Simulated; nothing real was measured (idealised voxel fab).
Name of the process module below: voxel wiring stack
The cross-section on display is named cut; it measures 265 nm wide, and its cells are 5 nm squares.
When this document writes out a cross-section, it uses a grid of square cells and lists it as bands, beginning at the top and moving down, with a band standing for one or more rows of cells. Basically the band line says how high the top is and how high the bottom is, in nm, and then what's in it from left to right, every material with its width in nm. Empty space shows up as "blank", and if a single material carries "throughout" it runs the full band edge to edge. Convention: height 0 is the level below which the wafer, as received, is all one material. The lowest band does not terminate at the bottom but continues downward, represented as "0 nm and below". So if you see something like "30 to 40" for the width, read it as the top row of the band sitting at the first number and the bottom row at the second, with every row in between moving by the same amount as the last. The cross-section has no changed cell in any step marked "everything unchanged". Enclosed voids (no open way to top), threshold 8 cells or more, entry "Encapsulated voids", notation width x height at distance, distance from left edge, nm. It should be noted that, on the line of a given step, the content following the step's settings is a remark produced by the simulator itself with respect to that step. "overlay nm" answers the question of how far to the right of plan the mask lay on a step that has a mask, and when it is negative the answer is to the left.
Process steps (planned)
1. RECEIVE,material Si
2. CONFORMAL_DEP,material SiO2,thk nm 15
3. DIRECTIONAL_DEP,material TiN,thk nm 5
4. DIRECTIONAL_DEP,material Ru,thk nm 25
5. MASKED_ETCH,tone cover,mask id METAL_1,width nm 20,pitch nm 35,etch materials Ru,depth nm 25,overlay nm 0
6. MASKED_ETCH,tone cover,mask id METAL_1,width nm 20,pitch nm 35,etch materials TiN,depth nm 5,overlay nm 0
7. CONFORMAL_DEP,material SiCN,thk nm 5
8. FILL_DEP,material lowk,thk nm 5
9. CMP,height nm 45
10. CONFORMAL_DEP,material SiCN,thk nm 5
11. DIRECTIONAL_DEP,material SiO2,thk nm 30
12. MASKED_ETCH,tone open,mask id METAL_2,width nm 20,pitch nm 35,etch materials SiO2,depth nm 15,overlay nm 0
13. DIRECTIONAL_DEP,material aC,thk nm 10
14. PATTERN,tone open,mask id METAL_2_HOLES,material resist,width nm 15,pitch nm 70,thk nm 25,overlay nm 0
15. DIRECTIONAL_ETCH,etch materials aC,depth nm 10
16. STRIP,etch materials resist
17. DIRECTIONAL_ETCH,etch materials SiO2,depth nm 15
18. DIRECTIONAL_ETCH,etch materials SiCN,depth nm 5
19. STRIP,etch materials aC
20. CONFORMAL_DEP,material TiN,thk nm 5
21. FILL_DEP,material Ru,thk nm 10
22. CMP,height nm 80
23. CONFORMAL_DEP,material SiCN,thk nm 5
24. DIRECTIONAL_DEP,material lowk,thk nm 15
25. MASKED_ETCH,tone open,mask id PLUG_2,width nm 15,pitch nm 35,etch materials lowk,depth nm 15,overlay nm 0
26. MASKED_ETCH,tone open,mask id PLUG_2,width nm 15,pitch nm 35,etch materials SiCN,depth nm 5,overlay nm 0
27. CONFORMAL_DEP,material TiN,thk nm 5
28. FILL_DEP,material Cu,thk nm 10
29. CMP,height nm 100
30. DIRECTIONAL_DEP,material TiN,thk nm 5
31. DIRECTIONAL_DEP,material W,thk nm 15
32. DIRECTIONAL_DEP,material aC,thk nm 15
33. PATTERN,tone cover,mask id METAL_3,material resist,width nm 20,pitch nm 35,thk nm 35,overlay nm 0
34. DIRECTIONAL_ETCH,etch materials aC,depth nm 15
35. STRIP,etch materials resist
36. DIRECTIONAL_ETCH,etch materials W,depth nm 15
37. DIRECTIONAL_ETCH,etch materials TiN,depth nm 5
38. STRIP,etch materials aC
39. CONFORMAL_DEP,material SiCN,thk nm 5
40. FILL_DEP,material SiO2,thk nm 10
41. CMP,height nm 120
42. CONFORMAL_DEP,material SiN,thk nm 5
Run as planned: first of two wafers
Cross-sectional view of the wafer in its as-received condition, corresponding to the state after step 1
	0 nm and below  Si throughout
	Encapsulated voids: none
After step 2: wafer cross-section
	15 nm to 0 nm  SiO2 throughout
	Under 0: no change, same as before.
After step 3: wafer cross-section
	20 nm to 15 nm  TiN throughout
	Under 15: no change, same as before.
After step 4: wafer cross-section
	45 nm to 20 nm  Ru throughout
	Under 20: no change, same as before.
After step 5: wafer cross-section
	45 nm to 20 nm  85 nm blank; 20 nm Ru; 15 nm blank; 20 nm Ru; 15 nm blank; 20 nm Ru; 90 nm blank
	Under 20: no change, same as before.
After step 6: wafer cross-section
	45 nm to 20 nm  85 nm blank; 20 nm Ru; 15 nm blank; 20 nm Ru; 15 nm blank; 20 nm Ru; 90 nm blank
	20 nm to 15 nm  85 nm blank; 20 nm TiN; 15 nm blank; 20 nm TiN; 15 nm blank; 20 nm TiN; 90 nm blank
	Under 15: no change, same as before.
After step 7: wafer cross-section
	50 nm to 45 nm  80 nm blank; 30 nm SiCN; 5 nm blank; 30 nm SiCN; 5 nm blank; 30 nm SiCN; 85 nm blank
	45 nm to 20 nm  80 nm blank; 5 nm SiCN; 20 nm Ru; 5 nm SiCN; 5 nm blank; 5 nm SiCN; 20 nm Ru; 5 nm SiCN; 5 nm blank; 5 nm SiCN; 20 nm Ru; 5 nm SiCN; 85 nm blank
	20 nm to 15 nm  85 nm SiCN; 20 nm TiN; 15 nm SiCN; 20 nm TiN; 15 nm SiCN; 20 nm TiN; 90 nm SiCN
	Under 15: no change, same as before.
After step 8: wafer cross-section
	55 nm to 50 nm  lowk throughout
	50 nm to 45 nm  80 nm lowk; 30 nm SiCN; 5 nm lowk; 30 nm SiCN; 5 nm lowk; 30 nm SiCN; 85 nm lowk
	45 nm to 20 nm  80 nm lowk; 5 nm SiCN; 20 nm Ru; 5 nm SiCN; 5 nm lowk; 5 nm SiCN; 20 nm Ru; 5 nm SiCN; 5 nm lowk; 5 nm SiCN; 20 nm Ru; 5 nm SiCN; 85 nm lowk
	Under 20: no change, same as before.
After step 9: wafer cross-section
	45 nm to 20 nm  80 nm lowk; 5 nm SiCN; 20 nm Ru; 5 nm SiCN; 5 nm lowk; 5 nm SiCN; 20 nm Ru; 5 nm SiCN; 5 nm lowk; 5 nm SiCN; 20 nm Ru; 5 nm SiCN; 85 nm lowk
	Under 20: no change, same as before.
After step 10: wafer cross-section
	50 nm to 45 nm  SiCN throughout
	Under 45: no change, same as before.
After step 11: wafer cross-section
	80 nm to 50 nm  SiO2 throughout
	Under 50: no change, same as before.
After step 12: wafer cross-section
	80 nm to 65 nm  85 nm SiO2; 20 nm blank; 15 nm SiO2; 20 nm blank; 15 nm SiO2; 20 nm blank; 90 nm SiO2
	Under 65: no change, same as before.
After step 13: wafer cross-section
	90 nm to 80 nm  85 nm aC; 20 nm blank; 15 nm aC; 20 nm blank; 15 nm aC; 20 nm blank; 90 nm aC
	80 nm to 75 nm  85 nm SiO2; 20 nm blank; 15 nm SiO2; 20 nm blank; 15 nm SiO2; 20 nm blank; 90 nm SiO2
	75 nm to 65 nm  85 nm SiO2; 20 nm aC; 15 nm SiO2; 20 nm aC; 15 nm SiO2; 20 nm aC; 90 nm SiO2
	Under 65: no change, same as before.
After step 14: wafer cross-section
	115 nm to 90 nm  85 nm resist; 15 nm blank; 55 nm resist; 15 nm blank; 95 nm resist
	90 nm to 80 nm  85 nm aC; 15 nm blank; 5 nm resist; 15 nm aC; 20 nm resist; 15 nm aC; 15 nm blank; 5 nm resist; 90 nm aC
	80 nm to 75 nm  85 nm SiO2; 15 nm blank; 5 nm resist; 15 nm SiO2; 20 nm resist; 15 nm SiO2; 15 nm blank; 5 nm resist; 90 nm SiO2
	Under 75: no change, same as before.
After step 15: wafer cross-section
	105 nm to 90 nm  85 nm resist; 15 nm blank; 55 nm resist; 15 nm blank; 95 nm resist
	90 nm to 80 nm  85 nm aC; 15 nm blank; 5 nm resist; 15 nm aC; 20 nm resist; 15 nm aC; 15 nm blank; 5 nm resist; 90 nm aC
	80 nm to 75 nm  85 nm SiO2; 15 nm blank; 5 nm resist; 15 nm SiO2; 20 nm resist; 15 nm SiO2; 15 nm blank; 5 nm resist; 90 nm SiO2
	75 nm to 65 nm  85 nm SiO2; 15 nm blank; 5 nm aC; 15 nm SiO2; 20 nm aC; 15 nm SiO2; 15 nm blank; 5 nm aC; 90 nm SiO2
	Under 65: no change, same as before.
After step 16: wafer cross-section
	90 nm to 80 nm  85 nm aC; 20 nm blank; 15 nm aC; 20 nm blank; 15 nm aC; 20 nm blank; 90 nm aC
	80 nm to 75 nm  85 nm SiO2; 20 nm blank; 15 nm SiO2; 20 nm blank; 15 nm SiO2; 20 nm blank; 90 nm SiO2
	Under 75: no change, same as before.
After step 17: wafer cross-section
	90 nm to 80 nm  85 nm aC; 20 nm blank; 15 nm aC; 20 nm blank; 15 nm aC; 20 nm blank; 90 nm aC
	80 nm to 75 nm  85 nm SiO2; 20 nm blank; 15 nm SiO2; 20 nm blank; 15 nm SiO2; 20 nm blank; 90 nm SiO2
	75 nm to 65 nm  85 nm SiO2; 15 nm blank; 5 nm aC; 15 nm SiO2; 20 nm aC; 15 nm SiO2; 15 nm blank; 5 nm aC; 90 nm SiO2
	65 nm to 50 nm  85 nm SiO2; 15 nm blank; 55 nm SiO2; 15 nm blank; 95 nm SiO2
	Under 50: no change, same as before.
After step 18: wafer cross-section
	90 nm to 80 nm  85 nm aC; 20 nm blank; 15 nm aC; 20 nm blank; 15 nm aC; 20 nm blank; 90 nm aC
	80 nm to 75 nm  85 nm SiO2; 20 nm blank; 15 nm SiO2; 20 nm blank; 15 nm SiO2; 20 nm blank; 90 nm SiO2
	75 nm to 65 nm  85 nm SiO2; 15 nm blank; 5 nm aC; 15 nm SiO2; 20 nm aC; 15 nm SiO2; 15 nm blank; 5 nm aC; 90 nm SiO2
	65 nm to 50 nm  85 nm SiO2; 15 nm blank; 55 nm SiO2; 15 nm blank; 95 nm SiO2
	50 nm to 45 nm  85 nm SiCN; 15 nm blank; 55 nm SiCN; 15 nm blank; 95 nm SiCN
	Under 45: no change, same as before.
After step 19: wafer cross-section
	80 nm to 65 nm  85 nm SiO2; 20 nm blank; 15 nm SiO2; 20 nm blank; 15 nm SiO2; 20 nm blank; 90 nm SiO2
	Under 65: no change, same as before.
After step 20: wafer cross-section
	85 nm to 80 nm  90 nm TiN; 10 nm blank; 25 nm TiN; 10 nm blank; 25 nm TiN; 10 nm blank; 95 nm TiN
	80 nm to 70 nm  85 nm SiO2; 5 nm TiN; 10 nm blank; 5 nm TiN; 15 nm SiO2; 5 nm TiN; 10 nm blank; 5 nm TiN; 15 nm SiO2; 5 nm TiN; 10 nm blank; 5 nm TiN; 90 nm SiO2
	70 nm to 65 nm  85 nm SiO2; 5 nm TiN; 5 nm blank; 10 nm TiN; 15 nm SiO2; 20 nm TiN; 15 nm SiO2; 5 nm TiN; 5 nm blank; 10 nm TiN; 90 nm SiO2
	65 nm to 50 nm  85 nm SiO2; 5 nm TiN; 5 nm blank; 5 nm TiN; 55 nm SiO2; 5 nm TiN; 5 nm blank; 5 nm TiN; 95 nm SiO2
	50 nm to 45 nm  85 nm SiCN; 15 nm TiN; 55 nm SiCN; 15 nm TiN; 95 nm SiCN
	Under 45: no change, same as before.
After step 21: wafer cross-section
	95 nm to 85 nm  Ru throughout
	85 nm to 80 nm  90 nm TiN; 10 nm Ru; 25 nm TiN; 10 nm Ru; 25 nm TiN; 10 nm Ru; 95 nm TiN
	80 nm to 70 nm  85 nm SiO2; 5 nm TiN; 10 nm Ru; 5 nm TiN; 15 nm SiO2; 5 nm TiN; 10 nm Ru; 5 nm TiN; 15 nm SiO2; 5 nm TiN; 10 nm Ru; 5 nm TiN; 90 nm SiO2
	70 nm to 65 nm  85 nm SiO2; 5 nm TiN; 5 nm Ru; 10 nm TiN; 15 nm SiO2; 20 nm TiN; 15 nm SiO2; 5 nm TiN; 5 nm Ru; 10 nm TiN; 90 nm SiO2
	65 nm to 50 nm  85 nm SiO2; 5 nm TiN; 5 nm Ru; 5 nm TiN; 55 nm SiO2; 5 nm TiN; 5 nm Ru; 5 nm TiN; 95 nm SiO2
	Under 50: no change, same as before.
After step 22: wafer cross-section
	80 nm to 70 nm  85 nm SiO2; 5 nm TiN; 10 nm Ru; 5 nm TiN; 15 nm SiO2; 5 nm TiN; 10 nm Ru; 5 nm TiN; 15 nm SiO2; 5 nm TiN; 10 nm Ru; 5 nm TiN; 90 nm SiO2
	Under 70: no change, same as before.
After step 23: wafer cross-section
	85 nm to 80 nm  SiCN throughout
	Under 80: no change, same as before.
After step 24: wafer cross-section
	100 nm to 85 nm  lowk throughout
	Under 85: no change, same as before.
After step 25: wafer cross-section
	100 nm to 85 nm  85 nm lowk; 15 nm blank; 20 nm lowk; 15 nm blank; 20 nm lowk; 15 nm blank; 95 nm lowk
	Under 85: no change, same as before.
After step 26: wafer cross-section
	100 nm to 85 nm  85 nm lowk; 15 nm blank; 20 nm lowk; 15 nm blank; 20 nm lowk; 15 nm blank; 95 nm lowk
	85 nm to 80 nm  85 nm SiCN; 15 nm blank; 20 nm SiCN; 15 nm blank; 20 nm SiCN; 15 nm blank; 95 nm SiCN
	Under 80: no change, same as before.
After step 27: wafer cross-section
	105 nm to 100 nm  90 nm TiN; 5 nm blank; 30 nm TiN; 5 nm blank; 30 nm TiN; 5 nm blank; 100 nm TiN
	100 nm to 85 nm  85 nm lowk; 5 nm TiN; 5 nm blank; 5 nm TiN; 20 nm lowk; 5 nm TiN; 5 nm blank; 5 nm TiN; 20 nm lowk; 5 nm TiN; 5 nm blank; 5 nm TiN; 95 nm lowk
	85 nm to 80 nm  85 nm SiCN; 15 nm TiN; 20 nm SiCN; 15 nm TiN; 20 nm SiCN; 15 nm TiN; 95 nm SiCN
	Under 80: no change, same as before.
After step 28: wafer cross-section
	115 nm to 105 nm  Cu throughout
	105 nm to 100 nm  90 nm TiN; 5 nm Cu; 30 nm TiN; 5 nm Cu; 30 nm TiN; 5 nm Cu; 100 nm TiN
	100 nm to 85 nm  85 nm lowk; 5 nm TiN; 5 nm Cu; 5 nm TiN; 20 nm lowk; 5 nm TiN; 5 nm Cu; 5 nm TiN; 20 nm lowk; 5 nm TiN; 5 nm Cu; 5 nm TiN; 95 nm lowk
	Under 85: no change, same as before.
After step 29: wafer cross-section
	100 nm to 85 nm  85 nm lowk; 5 nm TiN; 5 nm Cu; 5 nm TiN; 20 nm lowk; 5 nm TiN; 5 nm Cu; 5 nm TiN; 20 nm lowk; 5 nm TiN; 5 nm Cu; 5 nm TiN; 95 nm lowk
	Under 85: no change, same as before.
After step 30: wafer cross-section
	105 nm to 100 nm  TiN throughout
	Under 100: no change, same as before.
After step 31: wafer cross-section
	120 nm to 105 nm  W throughout
	Under 105: no change, same as before.
After step 32: wafer cross-section
	135 nm to 120 nm  aC throughout
	Under 120: no change, same as before.
After step 33: wafer cross-section
	170 nm to 135 nm  85 nm blank; 20 nm resist; 15 nm blank; 20 nm resist; 15 nm blank; 20 nm resist; 90 nm blank
	Under 135: no change, same as before.
After step 34: wafer cross-section
	155 nm to 135 nm  85 nm blank; 20 nm resist; 15 nm blank; 20 nm resist; 15 nm blank; 20 nm resist; 90 nm blank
	135 nm to 120 nm  85 nm blank; 20 nm aC; 15 nm blank; 20 nm aC; 15 nm blank; 20 nm aC; 90 nm blank
	Under 120: no change, same as before.
After step 35: wafer cross-section
	135 nm to 120 nm  85 nm blank; 20 nm aC; 15 nm blank; 20 nm aC; 15 nm blank; 20 nm aC; 90 nm blank
	Under 120: no change, same as before.
After step 36: wafer cross-section
	135 nm to 120 nm  85 nm blank; 20 nm aC; 15 nm blank; 20 nm aC; 15 nm blank; 20 nm aC; 90 nm blank
	120 nm to 105 nm  85 nm blank; 20 nm W; 15 nm blank; 20 nm W; 15 nm blank; 20 nm W; 90 nm blank
	Under 105: no change, same as before.
After step 37: wafer cross-section
	135 nm to 120 nm  85 nm blank; 20 nm aC; 15 nm blank; 20 nm aC; 15 nm blank; 20 nm aC; 90 nm blank
	120 nm to 105 nm  85 nm blank; 20 nm W; 15 nm blank; 20 nm W; 15 nm blank; 20 nm W; 90 nm blank
	105 nm to 100 nm  85 nm blank; 20 nm TiN; 15 nm blank; 20 nm TiN; 15 nm blank; 20 nm TiN; 90 nm blank
	Under 100: no change, same as before.
After step 38: wafer cross-section
	120 nm to 105 nm  85 nm blank; 20 nm W; 15 nm blank; 20 nm W; 15 nm blank; 20 nm W; 90 nm blank
	Under 105: no change, same as before.
After step 39: wafer cross-section
	125 nm to 120 nm  80 nm blank; 30 nm SiCN; 5 nm blank; 30 nm SiCN; 5 nm blank; 30 nm SiCN; 85 nm blank
	120 nm to 105 nm  80 nm blank; 5 nm SiCN; 20 nm W; 5 nm SiCN; 5 nm blank; 5 nm SiCN; 20 nm W; 5 nm SiCN; 5 nm blank; 5 nm SiCN; 20 nm W; 5 nm SiCN; 85 nm blank
	105 nm to 100 nm  85 nm SiCN; 20 nm TiN; 15 nm SiCN; 20 nm TiN; 15 nm SiCN; 20 nm TiN; 90 nm SiCN
	Under 100: no change, same as before.
After step 40: wafer cross-section
	135 nm to 125 nm  SiO2 throughout
	125 nm to 120 nm  80 nm SiO2; 30 nm SiCN; 5 nm SiO2; 30 nm SiCN; 5 nm SiO2; 30 nm SiCN; 85 nm SiO2
	120 nm to 105 nm  80 nm SiO2; 5 nm SiCN; 20 nm W; 5 nm SiCN; 5 nm SiO2; 5 nm SiCN; 20 nm W; 5 nm SiCN; 5 nm SiO2; 5 nm SiCN; 20 nm W; 5 nm SiCN; 85 nm SiO2
	Under 105: no change, same as before.
After step 41: wafer cross-section
	120 nm to 105 nm  80 nm SiO2; 5 nm SiCN; 20 nm W; 5 nm SiCN; 5 nm SiO2; 5 nm SiCN; 20 nm W; 5 nm SiCN; 5 nm SiO2; 5 nm SiCN; 20 nm W; 5 nm SiCN; 85 nm SiO2
	Under 105: no change, same as before.
After step 42: wafer cross-section
	125 nm to 120 nm  SiN throughout
	Under 120: no change, same as before.
Second wafer: like start, like plan, one mistake. Through step 28 it matches the first wafer
Cross-section of the second wafer at the time step 29 of the plan should have ended: everything unchanged
Cross-section of the second wafer at the time step 30 of the plan should have ended
	120 nm to 115 nm  TiN throughout
	Under 115: no change, same as before.
Cross-section of the second wafer at the time step 31 of the plan should have ended
	135 nm to 120 nm  W throughout
	Under 120: no change, same as before.
Cross-section of the second wafer at the time step 32 of the plan should have ended
	150 nm to 135 nm  aC throughout
	Under 135: no change, same as before.
Cross-section of the second wafer at the time step 33 of the plan should have ended
	185 nm to 150 nm  85 nm blank; 20 nm resist; 15 nm blank; 20 nm resist; 15 nm blank; 20 nm resist; 90 nm blank
	Under 150: no change, same as before.
Cross-section of the second wafer at the time step 34 of the plan should have ended
	170 nm to 150 nm  85 nm blank; 20 nm resist; 15 nm blank; 20 nm resist; 15 nm blank; 20 nm resist; 90 nm blank
	150 nm to 135 nm  85 nm blank; 20 nm aC; 15 nm blank; 20 nm aC; 15 nm blank; 20 nm aC; 90 nm blank
	Under 135: no change, same as before.
Cross-section of the second wafer at the time step 35 of the plan should have ended
	150 nm to 135 nm  85 nm blank; 20 nm aC; 15 nm blank; 20 nm aC; 15 nm blank; 20 nm aC; 90 nm blank
	Under 135: no change, same as before.
Cross-section of the second wafer at the time step 36 of the plan should have ended
	150 nm to 135 nm  85 nm blank; 20 nm aC; 15 nm blank; 20 nm aC; 15 nm blank; 20 nm aC; 90 nm blank
	135 nm to 120 nm  85 nm blank; 20 nm W; 15 nm blank; 20 nm W; 15 nm blank; 20 nm W; 90 nm blank
	Under 120: no change, same as before.
Cross-section of the second wafer at the time step 37 of the plan should have ended
	150 nm to 135 nm  85 nm blank; 20 nm aC; 15 nm blank; 20 nm aC; 15 nm blank; 20 nm aC; 90 nm blank
	135 nm to 120 nm  85 nm blank; 20 nm W; 15 nm blank; 20 nm W; 15 nm blank; 20 nm W; 90 nm blank
	120 nm to 115 nm  85 nm blank; 20 nm TiN; 15 nm blank; 20 nm TiN; 15 nm blank; 20 nm TiN; 90 nm blank
	Under 115: no change, same as before.
Cross-section of the second wafer at the time step 38 of the plan should have ended
	135 nm to 120 nm  85 nm blank; 20 nm W; 15 nm blank; 20 nm W; 15 nm blank; 20 nm W; 90 nm blank
	Under 120: no change, same as before.
Cross-section of the second wafer at the time step 39 of the plan should have ended
	140 nm to 135 nm  80 nm blank; 30 nm SiCN; 5 nm blank; 30 nm SiCN; 5 nm blank; 30 nm SiCN; 85 nm blank
	135 nm to 120 nm  80 nm blank; 5 nm SiCN; 20 nm W; 5 nm SiCN; 5 nm blank; 5 nm SiCN; 20 nm W; 5 nm SiCN; 5 nm blank; 5 nm SiCN; 20 nm W; 5 nm SiCN; 85 nm blank
	120 nm to 115 nm  85 nm SiCN; 20 nm TiN; 15 nm SiCN; 20 nm TiN; 15 nm SiCN; 20 nm TiN; 90 nm SiCN
	Under 115: no change, same as before.
Cross-section of the second wafer at the time step 40 of the plan should have ended
	150 nm to 140 nm  SiO2 throughout
	140 nm to 135 nm  80 nm SiO2; 30 nm SiCN; 5 nm SiO2; 30 nm SiCN; 5 nm SiO2; 30 nm SiCN; 85 nm SiO2
	135 nm to 120 nm  80 nm SiO2; 5 nm SiCN; 20 nm W; 5 nm SiCN; 5 nm SiO2; 5 nm SiCN; 20 nm W; 5 nm SiCN; 5 nm SiO2; 5 nm SiCN; 20 nm W; 5 nm SiCN; 85 nm SiO2
	Under 120: no change, same as before.
Cross-section of the second wafer at the time step 41 of the plan should have ended
	120 nm to 115 nm  85 nm SiCN; 20 nm TiN; 15 nm SiCN; 20 nm TiN; 15 nm SiCN; 20 nm TiN; 90 nm SiCN
	Under 115: no change, same as before.
Cross-section of the second wafer at the time step 42 of the plan should have ended
	125 nm to 120 nm  SiN throughout
	Under 120: no change, same as before.
Nonconformance to the process plan: step 29 of the plan never got run, it was skipped over
End check, counted in cells, second wafer has more or fewer of these materials than the first: Cu +109, SiCN -18, SiO2 -105, TiN +50, W -36
